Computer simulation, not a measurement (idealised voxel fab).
Process module name: voxel wiring stack
The width of the displayed cross-section, cut, is 260 nm; its cells are square, with a size of 5 nm.
In this document a cross-section is written as a grid of square cells. It is given as a series of bands, listed from the top down, and a band is one or more rows of cells.
Heights first: top, then bottom, in nm. Then materials, left to right, each with a width in nm. "full width" on a single material: fills the band edge to edge. "air": empty space.
Heads up on the height convention: 0 is the point under which the incoming wafer is all one material, and the lowest band has no bottom, it just keeps going down, like "from 0 down".
Width spec "30->40" -> top row of cells at first value, bottom row at second value, equal per-row change in between.
What does "nothing changed" mean for a step? It means no cell of the cross-section changed in that step.
Reported under the label "Closed voids list" are the empty spaces having no open way to the top and comprising 8 cells or more; the notation for each is width x height at distance, in which the distance is measured from the left edge and all three values are in nm.
Heads up: the bit after the settings on a step's line is the simulator's remark on that step.
A step's line can hold "overlay nm"; with a mask on that step, the setting says how far right of the planned place the mask lay, while a negative setting says it lay to the left.
### Process steps - plan
step 1: RECEIVE, material Si
step 2: CONFORMAL_DEP, material SiO2, thk nm 10
step 3: CONFORMAL_DEP, material SiCN, thk nm 5
step 4: DIRECTIONAL_DEP, material lowk, thk nm 20
step 5: PATTERN, tone open, mask id METAL_1, material resist, width nm 30, pitch nm 55, thk nm 15, overlay nm 0
step 6: DIRECTIONAL_ETCH, etch materials lowk, depth nm 20
step 7: DIRECTIONAL_ETCH, etch materials SiCN, depth nm 5
step 8: STRIP, etch materials resist
step 9: CONFORMAL_DEP, material TiN, thk nm 5
step 10: FILL_DEP, material W, thk nm 5
step 11: CMP, height nm 35
step 12: CONFORMAL_DEP, material SiCN, thk nm 5
step 13: DIRECTIONAL_DEP, material SiO2, thk nm 30
step 14: PATTERN, tone open, mask id METAL_2, material resist, width nm 30, pitch nm 55, thk nm 15, overlay nm 0
step 15: DIRECTIONAL_ETCH, etch materials SiO2, depth nm 15
step 16: STRIP, etch materials resist
step 17: DIRECTIONAL_DEP, material aC, thk nm 15
step 18: PATTERN, tone open, mask id METAL_2_HOLES, material resist, width nm 15, pitch nm 110, thk nm 30, overlay nm 0
step 19: DIRECTIONAL_ETCH, etch materials aC, depth nm 15
step 20: STRIP, etch materials resist
step 21: DIRECTIONAL_ETCH, etch materials SiO2, depth nm 15
step 22: DIRECTIONAL_ETCH, etch materials SiCN, depth nm 5
step 23: STRIP, etch materials aC
step 24: CONFORMAL_DEP, material TiN, thk nm 5
step 25: FILL_DEP, material Ru, thk nm 5
step 26: CMP, height nm 70
step 27: CONFORMAL_DEP, material SiCN, thk nm 5
### Cross-section of the wafer upon arrival, representing the state reached after step 1
* from 0 down: Si full width
* Closed voids list: none
### The plan above was carried out on the starting structure above with one mistake, and this cross-section shows the wafer at the end of the module
* from 75 to 70: SiCN full width
* from 70 to 60: SiO2 (60)  TiN (5)  Ru (20)  TiN (5)  SiO2 (25)  TiN (5)  Ru (20)  TiN (5)  SiO2 (25)  TiN (5)  Ru (20)  TiN (5)  SiO2 (60)
* from 60 to 55: SiO2 (60)  TiN (5)  Ru (5)  TiN (20)  SiO2 (25)  TiN (30)  SiO2 (25)  TiN (5)  Ru (5)  TiN (20)  SiO2 (60)
* from 55 to 40: SiO2 (60)  TiN (5)  Ru (5)  TiN (5)  SiO2 (95)  TiN (5)  Ru (5)  TiN (5)  SiO2 (75)
* from 40 to 35: SiCN (60)  TiN (15)  SiCN (95)  TiN (15)  SiCN (75)
* from 35 to 30: SiCN (60)  TiN (30)  SiCN (25)  TiN (30)  SiCN (25)  TiN (30)  SiCN (60)
* from 30 to 10: lowk full width
* from 10 to 0: SiO2 full width
* from 0 down: Si full width
* Closed voids list: none
Diagnosis: steps 3 and 4 run out of order (swapped)
